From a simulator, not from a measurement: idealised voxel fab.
Process module under the name voxel spacer lines
FYI the section here is cut, 260 nm wide, cells are 5 nm squares.
In this document a cross-section is written as a grid of square cells. It is given as a series of bands, listed from the top down, and a band is one or more rows of cells. The band entry comprises the height of the band's top followed by the height of its bottom, expressed in nm, and subsequently the band's materials from left to right, each stated together with its width in nm. Where a single material is marked with the word "full width", that material fills the band from edge to edge. The word "blank" represents empty space. Heights are expressed relative to 0, this being the level below which the as-received wafer comprises one material exclusively. The lowest band is unbounded in the downward direction and is denoted as in "0 -> down". Read "30->40" as a graded width: first number on top, second number at the bottom, same change between each pair of neighbouring rows. "no change occurred" for a step: no cell of the cross-section changed in that step. In the "Internal closed voids" entry, you get each enclosed empty space of 8 cells or more, one with no open way to the top, written width x height at distance, distance from the left edge, in nm. Where a step's line continues beyond its settings, the continuation is a remark by the simulator itself on that step. A step line may carry the setting "overlay nm", which, for steps involving a mask, states the distance by which the mask lay to the right of its intended position; negative values denote displacement to the left.
[The planned process steps are enumerated hereunder]
1,RECEIVE with material Si
2,CONFORMAL_DEP with material SiO2, thk nm 5
3,DIRECTIONAL_DEP with material W, thk nm 15
4,DIRECTIONAL_DEP with material polySi, thk nm 25
5,PATTERN with tone cover, mask id MANDREL, material resist, width nm 25, pitch nm 80, thk nm 30, overlay nm 0
6,DIRECTIONAL_ETCH with etch materials polySi, depth nm 25
7,STRIP with etch materials resist
8,CONFORMAL_DEP with material SiN, thk nm 15
9,DIRECTIONAL_ETCH with etch materials SiN, depth nm 15
10,STRIP with etch materials polySi
11,DIRECTIONAL_ETCH with etch materials W, depth nm 15
12,STRIP with etch materials SiN
13,FILL_DEP with material lowk, thk nm 5
14,CMP with height nm 20
[Concerning the first of two wafers, which was run in accordance with the plan]
[Cross-section of the wafer as it came to us, i.e., already through step 1]
	0 -> down | Si full width
	Internal closed voids: none
[Cross-section through the wafer, step 2 finished]
	5 -> 0 | SiO2 full width
	Below 0, the layers are the same as they were.
[Cross-section through the wafer, step 3 finished]
	20 -> 5 | W full width
	Below 5, the layers are the same as they were.
[Cross-section through the wafer, step 4 finished]
	45 -> 20 | polySi full width
	Below 20, the layers are the same as they were.
[Cross-section through the wafer, step 5 finished]
	75 -> 45 | blank=75 | resist=25 | blank=55 | resist=25 | blank=80
	Below 45, the layers are the same as they were.
[Cross-section through the wafer, step 6 finished]
	75 -> 45 | blank=75 | resist=25 | blank=55 | resist=25 | blank=80
	45 -> 20 | blank=75 | polySi=25 | blank=55 | polySi=25 | blank=80
	Below 20, the layers are the same as they were.
[Cross-section through the wafer, step 7 finished]
	45 -> 20 | blank=75 | polySi=25 | blank=55 | polySi=25 | blank=80
	Below 20, the layers are the same as they were.
[Cross-section through the wafer, step 8 finished]
	60 -> 45 | blank=60 | SiN=55 | blank=25 | SiN=55 | blank=65
	45 -> 35 | blank=60 | SiN=15 | polySi=25 | SiN=15 | blank=25 | SiN=15 | polySi=25 | SiN=15 | blank=65
	35 -> 20 | SiN=75 | polySi=25 | SiN=55 | polySi=25 | SiN=80
	Below 20, the layers are the same as they were.
[Cross-section through the wafer, step 9 finished]
	45 -> 20 | blank=60 | SiN=15 | polySi=25 | SiN=15 | blank=25 | SiN=15 | polySi=25 | SiN=15 | blank=65
	Below 20, the layers are the same as they were.
[Cross-section through the wafer, step 10 finished]
	45 -> 20 | blank=60 | SiN=15 | blank=25 | SiN=15 | blank=25 | SiN=15 | blank=25 | SiN=15 | blank=65
	Below 20, the layers are the same as they were.
[Cross-section through the wafer, step 11 finished]
	45 -> 20 | blank=60 | SiN=15 | blank=25 | SiN=15 | blank=25 | SiN=15 | blank=25 | SiN=15 | blank=65
	20 -> 5 | blank=60 | W=15 | blank=25 | W=15 | blank=25 | W=15 | blank=25 | W=15 | blank=65
	Below 5, the layers are the same as they were.
[Cross-section through the wafer, step 12 finished]
	20 -> 5 | blank=60 | W=15 | blank=25 | W=15 | blank=25 | W=15 | blank=25 | W=15 | blank=65
	Below 5, the layers are the same as they were.
[Cross-section through the wafer, step 13 finished]
	25 -> 20 | lowk full width
	20 -> 5 | lowk=60 | W=15 | lowk=25 | W=15 | lowk=25 | W=15 | lowk=25 | W=15 | lowk=65
	Below 5, the layers are the same as they were.
[Cross-section through the wafer, step 14 finished]
	20 -> 5 | lowk=60 | W=15 | lowk=25 | W=15 | lowk=25 | W=15 | lowk=25 | W=15 | lowk=65
	Below 5, the layers are the same as they were.
[Second wafer - shared start and plan with the first - one error in running - same as the first up to step 1 inclusive]
[Cross-sectional representation of the second wafer at the time designated in the plan for the completion of step 2]
	15 -> 0 | W full width
	Below 0, the layers are the same as they were.
[Cross-sectional representation of the second wafer at the time designated in the plan for the completion of step 3]
	20 -> 15 | SiO2 full width
	Below 15, the layers are the same as they were.
[Cross-sectional representation of the second wafer at the time designated in the plan for the completion of step 4]
	45 -> 20 | polySi full width
	Below 20, the layers are the same as they were.
[Cross-sectional representation of the second wafer at the time designated in the plan for the completion of step 5]
	75 -> 45 | blank=75 | resist=25 | blank=55 | resist=25 | blank=80
	Below 45, the layers are the same as they were.
[Cross-sectional representation of the second wafer at the time designated in the plan for the completion of step 6]
	75 -> 45 | blank=75 | resist=25 | blank=55 | resist=25 | blank=80
	45 -> 20 | blank=75 | polySi=25 | blank=55 | polySi=25 | blank=80
	Below 20, the layers are the same as they were.
[Cross-sectional representation of the second wafer at the time designated in the plan for the completion of step 7]
	45 -> 20 | blank=75 | polySi=25 | blank=55 | polySi=25 | blank=80
	Below 20, the layers are the same as they were.
[Cross-sectional representation of the second wafer at the time designated in the plan for the completion of step 8]
	60 -> 45 | blank=60 | SiN=55 | blank=25 | SiN=55 | blank=65
	45 -> 35 | blank=60 | SiN=15 | polySi=25 | SiN=15 | blank=25 | SiN=15 | polySi=25 | SiN=15 | blank=65
	35 -> 20 | SiN=75 | polySi=25 | SiN=55 | polySi=25 | SiN=80
	Below 20, the layers are the same as they were.
[Cross-sectional representation of the second wafer at the time designated in the plan for the completion of step 9]
	45 -> 20 | blank=60 | SiN=15 | polySi=25 | SiN=15 | blank=25 | SiN=15 | polySi=25 | SiN=15 | blank=65
	Below 20, the layers are the same as they were.
[Cross-sectional representation of the second wafer at the time designated in the plan for the completion of step 10]
	45 -> 20 | blank=60 | SiN=15 | blank=25 | SiN=15 | blank=25 | SiN=15 | blank=25 | SiN=15 | blank=65
	Below 20, the layers are the same as they were.
Cross-sectional representation of the second wafer at the time designated in the plan for the completion of step 11: no change occurred
[Cross-sectional representation of the second wafer at the time designated in the plan for the completion of step 12]
	20 -> 15 | SiO2 full width
	Below 15, the layers are the same as they were.
[Cross-sectional representation of the second wafer at the time designated in the plan for the completion of step 13]
	25 -> 20 | lowk full width
	Below 20, the layers are the same as they were.
[Cross-sectional representation of the second wafer at the time designated in the plan for the completion of step 14]
	20 -> 15 | SiO2 full width
	Below 15, the layers are the same as they were.
Run error: the processing plan was not followed for steps 2 and 3, which were run with their positions exchanged
FYI, end of process, the second wafer has more or fewer cells of some materials than the first: W +120, lowk -120
